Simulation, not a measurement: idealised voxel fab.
Proc. module: voxel self aligned contacts
Xsec cut, 175 nm wide, square cell size 5 nm.
This document writes a cross-section as a grid whose cells are square, and gives it as bands, listed from the top down; one or more rows of cells form a band.
In this notation a band is specified by the heights of its top and bottom, in that order and in nm, after which its materials appear from left to right, each paired with its width in nm. The word "throughout" attached to a single material means that material fills the band from edge to edge; the word "air" stands for empty space.
Heads up on the height convention: 0 is the point under which the incoming wafer is all one material, and the lowest band has no bottom, it just keeps going down, like "0 and below".
Graded width ("30->40"): value in top row of band = first number; value in bottom row = second number; row-to-row change constant.
"nothing changed" (step): cross-section cells unchanged, all of them.
"Enclosed void list" lists enclosed empty spaces (at least 8 cells, no open path upward to the top), each as width x height at distance from the left edge, in nm.
On each step's line, the part that comes after the settings is the simulator's own comment on the step.
The line of a step may include "overlay nm". On a step with a mask, this value is how far to the right of its planned place the mask lay. A negative value means the mask lay to the left.

The steps planned for the process are as follows:
| 1 | RECEIVE | material Si |
| 2 | CONFORMAL_DEP | material SiO2 | thk nm 5 |
| 3 | DIRECTIONAL_DEP | material polySi | thk nm 25 |
| 4 | DIRECTIONAL_DEP | material SiN | thk nm 15 |
| 5 | DIRECTIONAL_DEP | material aC | thk nm 10 |
| 6 | PATTERN | tone cover | mask id GATE | material resist | width nm 30 | pitch nm 55 | thk nm 30 | overlay nm 0 |
| 7 | DIRECTIONAL_ETCH | etch materials aC | depth nm 10 |
| 8 | STRIP | etch materials resist |
| 9 | DIRECTIONAL_ETCH | etch materials SiN | depth nm 15 |
| 10 | DIRECTIONAL_ETCH | etch materials polySi | depth nm 25 |
| 11 | STRIP | etch materials aC |
| 12 | CONFORMAL_DEP | material SiN | thk nm 5 |
| 13 | DIRECTIONAL_ETCH | etch materials SiN | depth nm 5 |
| 14 | FILL_DEP | material SiO2 | thk nm 20 |
| 15 | CMP | height nm 55 |
| 16 | MASKED_ETCH | tone open | mask id CONTACT | width nm 35 | etch materials SiO2 | depth nm 55 | overlay nm 0 |
| 17 | CONFORMAL_DEP | material TiN | thk nm 5 |
| 18 | FILL_DEP | material Ru | thk nm 5 |
| 19 | CMP | height nm 55 |
| 20 | CONFORMAL_DEP | material SiCN | thk nm 5 |

First of the two wafers, run per plan:

Incoming wafer, cross-sectional view, post step 1:
* 0 and below = Si throughout
* Enclosed void list: none

Upon completion of step 2, the wafer appears in cross-section as shown:
* 5 down to 0 = SiO2 throughout
* Below 0, no change.

Upon completion of step 3, the wafer appears in cross-section as shown:
* 30 down to 5 = polySi throughout
* Below 5, no change.

Upon completion of step 4, the wafer appears in cross-section as shown:
* 45 down to 30 = SiN throughout
* Below 30, no change.

Upon completion of step 5, the wafer appears in cross-section as shown:
* 55 down to 45 = aC throughout
* Below 45, no change.

Upon completion of step 6, the wafer appears in cross-section as shown:
* 85 down to 55 = air: 45  resist: 30  air: 25  resist: 30  air: 45
* Below 55, no change.

Upon completion of step 7, the wafer appears in cross-section as shown:
* 75 down to 55 = air: 45  resist: 30  air: 25  resist: 30  air: 45
* 55 down to 45 = air: 45  aC: 30  air: 25  aC: 30  air: 45
* Below 45, no change.

Upon completion of step 8, the wafer appears in cross-section as shown:
* 55 down to 45 = air: 45  aC: 30  air: 25  aC: 30  air: 45
* Below 45, no change.

Upon completion of step 9, the wafer appears in cross-section as shown:
* 55 down to 45 = air: 45  aC: 30  air: 25  aC: 30  air: 45
* 45 down to 30 = air: 45  SiN: 30  air: 25  SiN: 30  air: 45
* Below 30, no change.

Upon completion of step 10, the wafer appears in cross-section as shown:
* 55 down to 45 = air: 45  aC: 30  air: 25  aC: 30  air: 45
* 45 down to 30 = air: 45  SiN: 30  air: 25  SiN: 30  air: 45
* 30 down to 5 = air: 45  polySi: 30  air: 25  polySi: 30  air: 45
* Below 5, no change.

Upon completion of step 11, the wafer appears in cross-section as shown:
* 45 down to 30 = air: 45  SiN: 30  air: 25  SiN: 30  air: 45
* Below 30, no change.

Upon completion of step 12, the wafer appears in cross-section as shown:
* 50 down to 30 = air: 40  SiN: 40  air: 15  SiN: 40  air: 40
* 30 down to 10 = air: 40  SiN: 5  polySi: 30  SiN: 5  air: 15  SiN: 5  polySi: 30  SiN: 5  air: 40
* 10 down to 5 = SiN: 45  polySi: 30  SiN: 25  polySi: 30  SiN: 45
* Below 5, no change.

Upon completion of step 13, the wafer appears in cross-section as shown:
* 45 down to 30 = air: 40  SiN: 40  air: 15  SiN: 40  air: 40
* 30 down to 5 = air: 40  SiN: 5  polySi: 30  SiN: 5  air: 15  SiN: 5  polySi: 30  SiN: 5  air: 40
* Below 5, no change.

Upon completion of step 14, the wafer appears in cross-section as shown:
* 65 down to 45 = SiO2 throughout
* 45 down to 30 = SiO2: 40  SiN: 40  SiO2: 15  SiN: 40  SiO2: 40
* 30 down to 5 = SiO2: 40  SiN: 5  polySi: 30  SiN: 5  SiO2: 15  SiN: 5  polySi: 30  SiN: 5  SiO2: 40
* Below 5, no change.

Upon completion of step 15, the wafer appears in cross-section as shown:
* 55 down to 45 = SiO2 throughout
* Below 45, no change.

Upon completion of step 16, the wafer appears in cross-section as shown:
* 55 down to 45 = SiO2: 70  air: 35  SiO2: 70
* 45 down to 30 = SiO2: 40  SiN: 40  air: 15  SiN: 40  SiO2: 40
* 30 down to 5 = SiO2: 40  SiN: 5  polySi: 30  SiN: 5  air: 15  SiN: 5  polySi: 30  SiN: 5  SiO2: 40
* 5 down to 0 = SiO2: 80  air: 15  SiO2: 80
* Below 0, no change.

Upon completion of step 17, the wafer appears in cross-section as shown:
* 60 down to 55 = TiN: 75  air: 25  TiN: 75
* 55 down to 45 = SiO2: 70  TiN: 5->15  air: 25->5  TiN: 5->15  SiO2: 70
* 45 down to 30 = SiO2: 40  SiN: 40  TiN: 5  air: 5  TiN: 5  SiN: 40  SiO2: 40
* 30 down to 5 = SiO2: 40  SiN: 5  polySi: 30  SiN: 5  TiN: 5  air: 5  TiN: 5  SiN: 5  polySi: 30  SiN: 5  SiO2: 40
* 5 down to 0 = SiO2: 80  TiN: 15  SiO2: 80
* Below 0, no change.

Upon completion of step 18, the wafer appears in cross-section as shown:
* 65 down to 60 = Ru throughout
* 60 down to 55 = TiN: 75  Ru: 25  TiN: 75
* 55 down to 45 = SiO2: 70  TiN: 5->15  Ru: 25->5  TiN: 5->15  SiO2: 70
* 45 down to 30 = SiO2: 40  SiN: 40  TiN: 5  Ru: 5  TiN: 5  SiN: 40  SiO2: 40
* 30 down to 5 = SiO2: 40  SiN: 5  polySi: 30  SiN: 5  TiN: 5  Ru: 5  TiN: 5  SiN: 5  polySi: 30  SiN: 5  SiO2: 40
* Below 5, no change.

Upon completion of step 19, the wafer appears in cross-section as shown:
* 55 down to 45 = SiO2: 70  TiN: 5->15  Ru: 25->5  TiN: 5->15  SiO2: 70
* Below 45, no change.

Upon completion of step 20, the wafer appears in cross-section as shown:
* 60 down to 55 = SiCN throughout
* Below 55, no change.

Wafer two. Identical start, identical plan. One mistake in execution. Identical history through step 3:

When step 4 should have ended:
* 60 down to 30 = SiN throughout
* Below 30, no change.

When step 5 should have ended:
* 70 down to 60 = aC throughout
* Below 60, no change.

When step 6 should have ended:
* 100 down to 70 = air: 45  resist: 30  air: 25  resist: 30  air: 45
* Below 70, no change.

When step 7 should have ended:
* 90 down to 70 = air: 45  resist: 30  air: 25  resist: 30  air: 45
* 70 down to 60 = air: 45  aC: 30  air: 25  aC: 30  air: 45
* Below 60, no change.

When step 8 should have ended:
* 70 down to 60 = air: 45  aC: 30  air: 25  aC: 30  air: 45
* Below 60, no change.

When step 9 should have ended:
* 70 down to 60 = air: 45  aC: 30  air: 25  aC: 30  air: 45
* 60 down to 45 = air: 45  SiN: 30  air: 25  SiN: 30  air: 45
* Below 45, no change.

when step 10 should have ended: nothing changed

When step 11 should have ended:
* 60 down to 45 = air: 45  SiN: 30  air: 25  SiN: 30  air: 45
* Below 45, no change.

When step 12 should have ended:
* 65 down to 50 = air: 40  SiN: 40  air: 15  SiN: 40  air: 40
* 50 down to 30 = SiN throughout
* Below 30, no change.

When step 13 should have ended:
* 60 down to 45 = air: 40  SiN: 40  air: 15  SiN: 40  air: 40
* Below 45, no change.

When step 14 should have ended:
* 80 down to 60 = SiO2 throughout
* 60 down to 45 = SiO2: 40  SiN: 40  SiO2: 15  SiN: 40  SiO2: 40
* Below 45, no change.

When step 15 should have ended:
* 55 down to 45 = SiO2: 40  SiN: 40  SiO2: 15  SiN: 40  SiO2: 40
* Below 45, no change.

When step 16 should have ended:
* 55 down to 45 = SiO2: 40  SiN: 40  air: 15  SiN: 40  SiO2: 40
* Below 45, no change.

When step 17 should have ended:
* 60 down to 55 = TiN: 85  air: 5  TiN: 85
* 55 down to 50 = SiO2: 40  SiN: 40  TiN: 5  air: 5  TiN: 5  SiN: 40  SiO2: 40
* 50 down to 45 = SiO2: 40  SiN: 40  TiN: 15  SiN: 40  SiO2: 40
* Below 45, no change.

When step 18 should have ended:
* 65 down to 60 = Ru throughout
* 60 down to 55 = TiN: 85  Ru: 5  TiN: 85
* 55 down to 50 = SiO2: 40  SiN: 40  TiN: 5  Ru: 5  TiN: 5  SiN: 40  SiO2: 40
* Below 50, no change.

When step 19 should have ended:
* 55 down to 50 = SiO2: 40  SiN: 40  TiN: 5  Ru: 5  TiN: 5  SiN: 40  SiO2: 40
* Below 50, no change.

When step 20 should have ended:
* 60 down to 55 = SiCN throughout
* Below 55, no change.
It is concluded that the wafer was processed incorrectly with respect to the plan, in that it should be noted that step 4 of the plan was executed twice
The closing comparison, in cells, has the second wafer with more or fewer of some materials than the first: -13 Ru | +69 SiN | -149 SiO2 | -22 TiN | +115 polySi
